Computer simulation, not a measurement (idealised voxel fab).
process module | voxel ribs on slabs
cross-section cut | 265 nm wide | cells 5 nm
A cross-section is a grid of square cells, given in bands from the top down. A band is one or more rows of cells.
Each band's line starts with the height of the band's top and of its bottom, in nm. Then come its materials from left to right, each with its width in nm. One material with "throughout" fills the band from edge to edge. "air" is empty space.
Height 0 is the level under which the wafer as received is all one material. The lowest band goes on downwards, as in "0 down".
A width such as "30 to 40" changes by the same amount from each row of cells to the next, from the band's top row to its bottom row.
"no change" after a step means that no cell of the cross-section changed.
closed voids: empty space of 8 cells or more with no open way to the top, each as width x height at its distance from the left edge, in nm
after a step's settings: what the simulator itself notes on the step
overlay nm, on a step with a mask: how far to the right of its planned place the mask lay; to the left if negative
plan
1 op RECEIVE | material Si
2 op DIRECTIONAL_DEP | material SiO2 | thk nm 20
3 op DIRECTIONAL_DEP | material polySi | thk nm 15
4 op PATTERN | tone cover | mask id RIB | material resist | width nm 30 | thk nm 15 | overlay nm 0
5 op DIRECTIONAL_ETCH | etch materials polySi | depth nm 5
6 op STRIP | etch materials resist
7 op PATTERN | tone cover | mask id SLAB | material resist | width nm 80 | thk nm 20 | overlay nm 0
8 op DIRECTIONAL_ETCH | etch materials polySi | depth nm 10
9 op STRIP | etch materials resist
10 op FILL_DEP | material SiO2 | thk nm 20
11 op CMP | height nm 50
12 op DIRECTIONAL_DEP | material TiN | thk nm 5
13 op DIRECTIONAL_DEP | material aC | thk nm 10
14 op PATTERN | tone cover | mask id HEATER | material resist | width nm 40 | thk nm 25 | overlay nm 0
15 op DIRECTIONAL_ETCH | etch materials aC | depth nm 10
16 op STRIP | etch materials resist
17 op DIRECTIONAL_ETCH | etch materials TiN | depth nm 5
18 op STRIP | etch materials aC
19 op CONFORMAL_DEP | material SiN | thk nm 5
first wafer, as planned
as received, after step 1
  0 down: Si throughout
  closed voids: none
after step 2
  20 to 0: SiO2 throughout
  below 0: unchanged
after step 3
  35 to 20: polySi throughout
  below 20: unchanged
after step 4
  50 to 35: air 115 | resist 30 | air 120
  below 35: unchanged
after step 5
  50 to 35: air 115 | resist 30 | air 120
  35 to 30: air 115 | polySi 30 | air 120
  below 30: unchanged
after step 6
  35 to 30: air 115 | polySi 30 | air 120
  below 30: unchanged
after step 7
  55 to 35: air 90 | resist 80 | air 95
  35 to 30: air 90 | resist 25 | polySi 30 | resist 25 | air 95
  below 30: unchanged
after step 8
  55 to 35: air 90 | resist 80 | air 95
  35 to 30: air 90 | resist 25 | polySi 30 | resist 25 | air 95
  30 to 20: air 90 | polySi 80 | air 95
  below 20: unchanged
after step 9
  35 to 30: air 115 | polySi 30 | air 120
  below 30: unchanged
after step 10
  55 to 35: SiO2 throughout
  35 to 30: SiO2 115 | polySi 30 | SiO2 120
  30 to 20: SiO2 90 | polySi 80 | SiO2 95
  below 20: unchanged
after step 11
  50 to 35: SiO2 throughout
  below 35: unchanged
after step 12
  55 to 50: TiN throughout
  below 50: unchanged
after step 13
  65 to 55: aC throughout
  below 55: unchanged
after step 14
  90 to 65: air 110 | resist 40 | air 115
  below 65: unchanged
after step 15
  80 to 65: air 110 | resist 40 | air 115
  65 to 55: air 110 | aC 40 | air 115
  below 55: unchanged
after step 16
  65 to 55: air 110 | aC 40 | air 115
  below 55: unchanged
after step 17
  65 to 55: air 110 | aC 40 | air 115
  55 to 50: air 110 | TiN 40 | air 115
  below 50: unchanged
after step 18
  55 to 50: air 110 | TiN 40 | air 115
  below 50: unchanged
after step 19
  60 to 55: air 105 | SiN 50 | air 110
  55 to 50: SiN 110 | TiN 40 | SiN 115
  below 50: unchanged
second wafer: like start, like plan, one mistake. Through step 11 it matches the first wafer
when step 12 should have ended
  55 to 50: SiN throughout
  below 50: unchanged
when step 13 should have ended
  65 to 55: aC throughout
  below 55: unchanged
when step 14 should have ended
  90 to 65: air 110 | resist 40 | air 115
  below 65: unchanged
when step 15 should have ended
  80 to 65: air 110 | resist 40 | air 115
  65 to 55: air 110 | aC 40 | air 115
  below 55: unchanged
when step 16 should have ended
  65 to 55: air 110 | aC 40 | air 115
  below 55: unchanged
when step 17 should have ended: no change
when step 18 should have ended
  55 to 50: SiN throughout
  below 50: unchanged
when step 19 should have ended
  60 to 50: SiN throughout
  below 50: unchanged
what went wrong: step 12 ran as: op DIRECTIONAL_DEP | material SiN | thk nm 5
at the end the second wafer has, in cells: 51 more of SiN | 8 fewer of TiN
